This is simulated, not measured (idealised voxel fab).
The document below concerns the process module designated voxel released beams.
This is section cut - it's 210 nm across, gridded in 5 nm square cells.
Think of the cross-section as a grid of square cells. We describe it in bands, top to bottom, and each band covers one or more rows of those cells. First you get the band's top height and its bottom height, in nm, and then the materials it's made of, left to right, with each width in nm. If you see a single material with "full width", that one covers the band edge to edge. "blank" is empty space. Heads up on the height convention: 0 is the point under which the incoming wafer is all one material, and the lowest band has no bottom, it just keeps going down, like "0 nm and below". A two-number width, for instance "30..40", indicates that the width is equal to the first number in the top row of the band and to the second number in the bottom row, and that it changes by a constant amount per row of cells. The designation "everything unchanged", where it is given for a processing step, indicates that no cell of the cross-section was altered in the course of that step. Voids not open to the top, 8 cells minimum: see "Unvented cavities". Written width x height at distance; distance is from the left edge; nm. What comes after the settings on a step's line is commentary from the simulator itself on that step. If you see "overlay nm" on a step's line and that step has a mask, it's telling you how far right of where it was planned the mask ended up; a negative number means it went left instead.

These are the steps we planned for the process:
1: RECEIVE | material Si
2: CONFORMAL_DEP | material Al2O3 | thk nm 10
3: DIRECTIONAL_DEP | material SiO2 | thk nm 15
4: MASKED_ETCH | tone open | mask id ANCHOR | width nm 40 | etch materials SiO2 | depth nm 15 | overlay nm 0
5: CONFORMAL_DEP | material SiN | thk nm 15
6: MASKED_ETCH | tone cover | mask id BEAM | width nm 125 | etch materials SiN | depth nm 15 | overlay nm 0
7: STRIP | etch materials SiO2

This is the cross-section of the wafer as we received it, i.e. after step 1:
> 0 nm and below  Si full width
> Unvented cavities: none

The first of two wafers, cross-sectioned at the end of the module, with the run proceeding as planned:
> 40 nm to 25 nm  40 of blank; 20 of SiN; 10 of blank; 95 of SiN; 45 of blank
> 25 nm to 10 nm  45 of blank; 40 of SiN; 125 of blank
> 10 nm to 0 nm  Al2O3 full width
> 0 nm and below  Si full width
> Unvented cavities: none

Second wafer at the end: like start, like plan, one mistake:
> 25 nm to 10 nm  45 of blank; 15 of SiN; 10 of blank; 15 of SiN; 125 of blank
> 10 nm to 0 nm  Al2O3 full width
> 0 nm and below  Si full width
> Unvented cavities: none
Against the plan, the run slipped here: note that step 6 departed from the planned setting and was carried out as MASKED_ETCH | tone open | mask id BEAM | width nm 125 | etch materials SiN | depth nm 15 | overlay nm 0
Materials where the second wafer ends with more or fewer cells than the first: SiN -75
